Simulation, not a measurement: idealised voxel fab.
process module | voxel wiring stack
cross-section cut | 180 nm wide | cells 5 nm
A cross-section is a grid of square cells, given in bands from the top down. A band is one or more rows of cells.
Each band's line starts with the height of the band's top and of its bottom, in nm. Then come its materials from left to right, each with its width in nm. One material with "throughout" fills the band from edge to edge. "air" is empty space.
Height 0 is the level under which the wafer as received is all one material. The lowest band goes on downwards, as in "0 down".
A width such as "30 to 40" changes by the same amount from each row of cells to the next, from the band's top row to its bottom row.
"no change" after a step means that no cell of the cross-section changed.
closed voids: empty space of 8 cells or more with no open way to the top, each as width x height at its distance from the left edge, in nm
after a step's settings: what the simulator itself notes on the step
overlay nm, on a step with a mask: how far to the right of its planned place the mask lay; to the left if negative
plan
1 op RECEIVE | material Si
2 op CONFORMAL_DEP | material SiO2 | thk nm 10
3 op DIRECTIONAL_DEP | material TiN | thk nm 5
4 op DIRECTIONAL_DEP | material Ru | thk nm 15
5 op DIRECTIONAL_DEP | material aC | thk nm 15
6 op PATTERN | tone cover | mask id METAL_1 | material resist | width nm 20 | pitch nm 50 | thk nm 35 | overlay nm 0
7 op DIRECTIONAL_ETCH | etch materials aC | depth nm 15
8 op STRIP | etch materials resist
9 op DIRECTIONAL_ETCH | etch materials Ru | depth nm 15
10 op DIRECTIONAL_ETCH | etch materials TiN | depth nm 5
11 op STRIP | etch materials aC
12 op FILL_DEP | material SiO2 | thk nm 10
13 op CMP | height nm 30
14 op CONFORMAL_DEP | material SiCN | thk nm 5
15 op DIRECTIONAL_DEP | material lowk | thk nm 15
16 op MASKED_ETCH | tone open | mask id PLUG_1 | width nm 15 | pitch nm 100 | etch materials lowk | depth nm 15 | overlay nm 0
17 op MASKED_ETCH | tone open | mask id PLUG_1 | width nm 15 | pitch nm 100 | etch materials SiCN | depth nm 5 | overlay nm 0
18 op CONFORMAL_DEP | material TiN | thk nm 5
19 op FILL_DEP | material Cu | thk nm 10
20 op CMP | height nm 50
21 op CONFORMAL_DEP | material SiCN | thk nm 5
22 op DIRECTIONAL_DEP | material SiO2 | thk nm 15
23 op MASKED_ETCH | tone open | mask id METAL_2 | width nm 20 | pitch nm 50 | etch materials SiO2 | depth nm 15 | overlay nm 0
24 op MASKED_ETCH | tone open | mask id METAL_2 | width nm 20 | pitch nm 50 | etch materials SiCN | depth nm 5 | overlay nm 0
25 op CONFORMAL_DEP | material TiN | thk nm 5
26 op FILL_DEP | material Ru | thk nm 5
27 op CMP | height nm 70
28 op CONFORMAL_DEP | material SiCN | thk nm 5
29 op DIRECTIONAL_DEP | material SiO2 | thk nm 15
30 op MASKED_ETCH | tone open | mask id PLUG_2 | width nm 15 | pitch nm 100 | etch materials SiO2 | depth nm 15 | overlay nm 0
31 op MASKED_ETCH | tone open | mask id PLUG_2 | width nm 15 | pitch nm 100 | etch materials SiCN | depth nm 5 | overlay nm 0
32 op EPI | material Ru | thk nm 10
33 op EPI | material Ru | thk nm 10
34 op CONFORMAL_DEP | material SiN | thk nm 5
35 op DIRECTIONAL_DEP | material lowk | thk nm 15
36 op MASKED_ETCH | tone open | mask id METAL_3 | width nm 20 | pitch nm 50 | etch materials lowk | depth nm 15 | overlay nm 0
37 op MASKED_ETCH | tone open | mask id METAL_3 | width nm 20 | pitch nm 50 | etch materials SiN | depth nm 5 | overlay nm 0
38 op CONFORMAL_DEP | material TiN | thk nm 5
39 op FILL_DEP | material Cu | thk nm 10
40 op CMP | height nm 110
41 op EPI | material Ru | thk nm 5
42 op FILL_DEP | material SiCN | thk nm 5
43 op DIRECTIONAL_DEP | material SiO2 | thk nm 25
44 op MASKED_ETCH | tone open | mask id METAL_4 | width nm 20 | pitch nm 50 | etch materials SiO2 | depth nm 15 | overlay nm 0
45 op MASKED_ETCH | tone open | mask id METAL_4_HOLES | width nm 15 | pitch nm 50 | etch materials SiO2 | depth nm 10 | overlay nm 0
46 op MASKED_ETCH | tone open | mask id METAL_4_HOLES | width nm 15 | pitch nm 50 | etch materials SiCN | depth nm 5 | overlay nm 0
47 op CONFORMAL_DEP | material TiN | thk nm 5
48 op FILL_DEP | material Cu | thk nm 10
49 op CMP | height nm 145
50 op CONFORMAL_DEP | material SiN | thk nm 5
as received, after step 1
  0 down: Si throughout
  closed voids: none
first wafer at the end, as planned
  150 to 145: SiN throughout
  145 to 135: SiO2 30 | TiN 5 | Cu 10 | TiN 5 | SiO2 30 | TiN 5 | Cu 10 | TiN 5 | SiO2 30 | TiN 5 | Cu 10 | TiN 5 | SiO2 30
  135 to 130: SiO2 30 | TiN 5 | Cu 5 | TiN 10 | SiO2 30 | TiN 5 | Cu 5 | TiN 10 | SiO2 30 | TiN 5 | Cu 5 | TiN 10 | SiO2 30
  130 to 120: SiO2 30 | TiN 5 | Cu 5 | TiN 5 | SiO2 35 | TiN 5 | Cu 5 | TiN 5 | SiO2 35 | TiN 5 | Cu 5 | TiN 5 | SiO2 35
  120 to 115: SiCN 30 | TiN 15 | SiCN 35 | TiN 15 | SiCN 35 | TiN 15 | SiCN 35
  115 to 110: SiCN 25 | Ru 30 | SiCN 20 | Ru 30 | SiCN 20 | Ru 30 | SiCN 25
  110 to 95: lowk 30 | TiN 5 | Cu 10 | TiN 5 | lowk 30 | TiN 5 | Cu 10 | TiN 5 | lowk 30 | TiN 5 | Cu 10 | TiN 5 | lowk 30
  95 to 90: SiN 30 | TiN 20 | SiN 30 | TiN 20 | SiN 30 | TiN 20 | SiN 30
  90 to 75: SiO2 30 | Ru 15 | SiO2 85 | Ru 15 | SiO2 35
  75 to 70: SiCN 30 | Ru 15 | SiCN 85 | Ru 15 | SiCN 35
  70 to 55: SiO2 30 | TiN 5 | Ru 10 | TiN 5 | SiO2 30 | TiN 5 | Ru 10 | TiN 5 | SiO2 30 | TiN 5 | Ru 10 | TiN 5 | SiO2 30
  55 to 50: SiCN 30 | TiN 20 | SiCN 30 | TiN 20 | SiCN 30 | TiN 20 | SiCN 30
  50 to 35: lowk 30 | TiN 5 | Cu 5 | TiN 5 | lowk 85 | TiN 5 | Cu 5 | TiN 5 | lowk 35
  35 to 30: SiCN 30 | TiN 15 | SiCN 85 | TiN 15 | SiCN 35
  30 to 15: SiO2 30 | Ru 20 | SiO2 30 | Ru 20 | SiO2 30 | Ru 20 | SiO2 30
  15 to 10: SiO2 30 | TiN 20 | SiO2 30 | TiN 20 | SiO2 30 | TiN 20 | SiO2 30
  10 to 0: SiO2 throughout
  0 down: Si throughout
  closed voids: none
second wafer at the end: like start, like plan, one mistake
  150 to 145: SiN throughout
  145 to 135: SiO2 30 | TiN 5 | Cu 10 | TiN 5 | SiO2 30 | TiN 5 | Cu 10 | TiN 5 | SiO2 30 | TiN 5 | Cu 10 | TiN 5 | SiO2 30
  135 to 130: SiO2 30 | TiN 5 | Cu 5 | TiN 10 | SiO2 30 | TiN 5 | Cu 5 | TiN 10 | SiO2 30 | TiN 5 | Cu 5 | TiN 10 | SiO2 30
  130 to 120: SiO2 30 | TiN 5 | Cu 5 | TiN 5 | SiO2 35 | TiN 5 | Cu 5 | TiN 5 | SiO2 35 | TiN 5 | Cu 5 | TiN 5 | SiO2 35
  120 to 115: SiCN 30 | TiN 15 | SiCN 35 | TiN 15 | SiCN 35 | TiN 15 | SiCN 35
  115 to 110: SiCN 25 | Ru 30 | SiCN 20 | Ru 30 | SiCN 20 | Ru 30 | SiCN 25
  110 to 95: lowk 30 | TiN 5 | Cu 10 | TiN 5 | lowk 30 | TiN 5 | Cu 10 | TiN 5 | lowk 30 | TiN 5 | Cu 10 | TiN 5 | lowk 30
  95 to 90: SiN 30 | TiN 20 | SiN 30 | TiN 20 | SiN 30 | TiN 20 | SiN 30
  90 to 75: SiO2 30 | Ru 15 | SiO2 85 | Ru 15 | SiO2 35
  75 to 70: SiCN 30 | Ru 15 | SiCN 85 | Ru 15 | SiCN 35
  70 to 55: SiO2 30 | TiN 5 | Ru 10 | TiN 5 | SiO2 30 | TiN 5 | Ru 10 | TiN 5 | SiO2 30 | TiN 5 | Ru 10 | TiN 5 | SiO2 30
  55 to 50: SiCN 30 | TiN 20 | SiCN 30 | TiN 20 | SiCN 30 | TiN 20 | SiCN 30
  50 to 35: lowk 30 | TiN 5 | Cu 5 | TiN 5 | lowk 85 | TiN 5 | Cu 5 | TiN 5 | lowk 35
  35 to 30: SiCN 30 | TiN 15 | SiCN 85 | TiN 15 | SiCN 35
  30 to 15: SiO2 30 | Ru 25 | SiO2 25 | Ru 25 | SiO2 25 | Ru 25 | SiO2 25
  15 to 10: SiO2 30 | TiN 25 | SiO2 25 | TiN 25 | SiO2 25 | TiN 25 | SiO2 25
  10 to 0: SiO2 throughout
  0 down: Si throughout
  closed voids: none
what went wrong: step 6 ran as: op PATTERN | tone cover | mask id METAL_1 | material resist | width nm 25 | pitch nm 50 | thk nm 35 | overlay nm 0
at the end the second wafer has, in cells: 9 more of Ru | 12 fewer of SiO2 | 3 more of TiN
